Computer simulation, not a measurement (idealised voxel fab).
The name of this process module is voxel self aligned vias.
Square cell edge 5 nm, section width 245 nm, ID cut.
If you're reading a cross-section in this doc, picture square cells in a grid; it comes to you as bands, top ones listed first down to the bottom, and a band can be one or more rows of cells.
Heads up on the band format: heights come first, top then bottom, in nm. After that it's the materials left to right, each with its width in nm. A single material flagged "throughout" fills the whole band edge to edge, and "blank" means there's empty space there.
Height is counted from the level 0, under which the received wafer is composed throughout of one material. The lowest of the bands is not closed at the bottom but continues downward, in the notation "0 down".
The notation "30 to 40" denotes a width that varies across the rows of cells in the band, beginning at the first number in the top row, finishing at the second number in the bottom row, and changing by an identical amount from each row to the next.
Reading "nothing altered" for a step: not a cell of the cross-section changed in it.
Closed empty spaces (no open way to the top) of 8 cells or more are what "Enclosed cavity list" lists, each as width x height at distance from the left edge, nm for all three.
The remark found on a step's line after its settings is issued by the simulator itself and pertains to that step.
The "overlay nm" setting may appear on a step's line; for a step that uses a mask, it gives how far to the right of its planned position the mask lay, and a negative value indicates the left.
-- Here's what the planned process steps look like
step 1: RECEIVE [material Si]
step 2: CONFORMAL_DEP [material SiO2] [thk nm 10]
step 3: CONFORMAL_DEP [material SiCN] [thk nm 5]
step 4: DIRECTIONAL_DEP [material lowk] [thk nm 25]
step 5: MASKED_ETCH [tone open] [mask id LINES] [width nm 25] [pitch nm 60] [etch materials lowk] [depth nm 25] [overlay nm 0]
step 6: CONFORMAL_DEP [material TiN] [thk nm 5]
step 7: FILL_DEP [material W] [thk nm 5]
step 8: CMP [height nm 40]
step 9: SELECTIVE_ETCH [etch materials W Ru TiN] [depth nm 10]
step 10: FILL_DEP [material SiN] [thk nm 5]
step 11: CMP [height nm 40]
step 12: DIRECTIONAL_DEP [material lowk] [thk nm 20]
step 13: PATTERN [tone open] [mask id VIAS] [material resist] [width nm 45] [pitch nm 60] [thk nm 20] [overlay nm 0]
step 14: DIRECTIONAL_ETCH [etch materials lowk] [depth nm 20]
step 15: DIRECTIONAL_ETCH [etch materials SiN] [depth nm 10]
step 16: STRIP [etch materials resist]
step 17: CONFORMAL_DEP [material TiN] [thk nm 5]
step 18: FILL_DEP [material Ru] [thk nm 5]
step 19: CMP [height nm 60]
step 20: CONFORMAL_DEP [material SiN] [thk nm 5]
-- As-received wafer cross-section (after step 1)
- 0 down | Si throughout
- Enclosed cavity list: none
-- Sectioned view, first of two wafers, at the close of the module, processed as intended in the plan
- 65 to 60 | SiN throughout
- 60 to 45 | lowk 70 / TiN 5 / Ru 35 / TiN 5 / lowk 15 / TiN 5 / Ru 35 / TiN 5 / lowk 70
- 45 to 35 | lowk 70 to 80 / TiN 15 to 5 / Ru 15 / TiN 15 to 5 / lowk 15 to 35 / TiN 15 to 5 / Ru 15 / TiN 15 to 5 / lowk 70 to 80
- 35 to 30 | lowk 80 / TiN 25 / lowk 35 / TiN 25 / lowk 80
- 30 to 20 | lowk 80 / TiN 5 / W 15 / TiN 5 / lowk 35 / TiN 5 / W 15 / TiN 5 / lowk 80
- 20 to 15 | lowk 80 / TiN 25 / lowk 35 / TiN 25 / lowk 80
- 15 to 10 | SiCN throughout
- 10 to 0 | SiO2 throughout
- 0 down | Si throughout
- Enclosed cavity list: none
-- Second of two wafers, module complete, sectioned: it shares the first wafer's start and plan but was run with one mistake
- 65 to 60 | SiN throughout
- 60 to 45 | lowk 70 / TiN 5 / Ru 35 / TiN 5 / lowk 15 / TiN 5 / Ru 35 / TiN 5 / lowk 70
- 45 to 35 | lowk 70 to 85 / TiN 20 to 5 / Ru 5 / TiN 20 to 5 / lowk 15 to 45 / TiN 20 to 5 / Ru 5 / TiN 20 to 5 / lowk 70 to 85
- 35 to 30 | lowk 85 / TiN 15 / lowk 45 / TiN 15 / lowk 85
- 30 to 20 | lowk 85 / TiN 5 / W 5 / TiN 5 / lowk 45 / TiN 5 / W 5 / TiN 5 / lowk 85
- 20 to 15 | lowk 85 / TiN 15 / lowk 45 / TiN 15 / lowk 85
- 15 to 10 | SiCN throughout
- 10 to 0 | SiO2 throughout
- 0 down | Si throughout
- Enclosed cavity list: none
What was done differently from what was planned? step 5 was processed under conditions differing from the plan, specifically as MASKED_ETCH [tone open] [mask id LINES] [width nm 15] [pitch nm 60] [etch materials lowk] [depth nm 25] [overlay nm 0]
The final cell counts differ between the wafers, with the second having more or fewer of some materials than the first: 8 fewer of Ru, 4 fewer of TiN, 8 fewer of W, 20 more of lowk
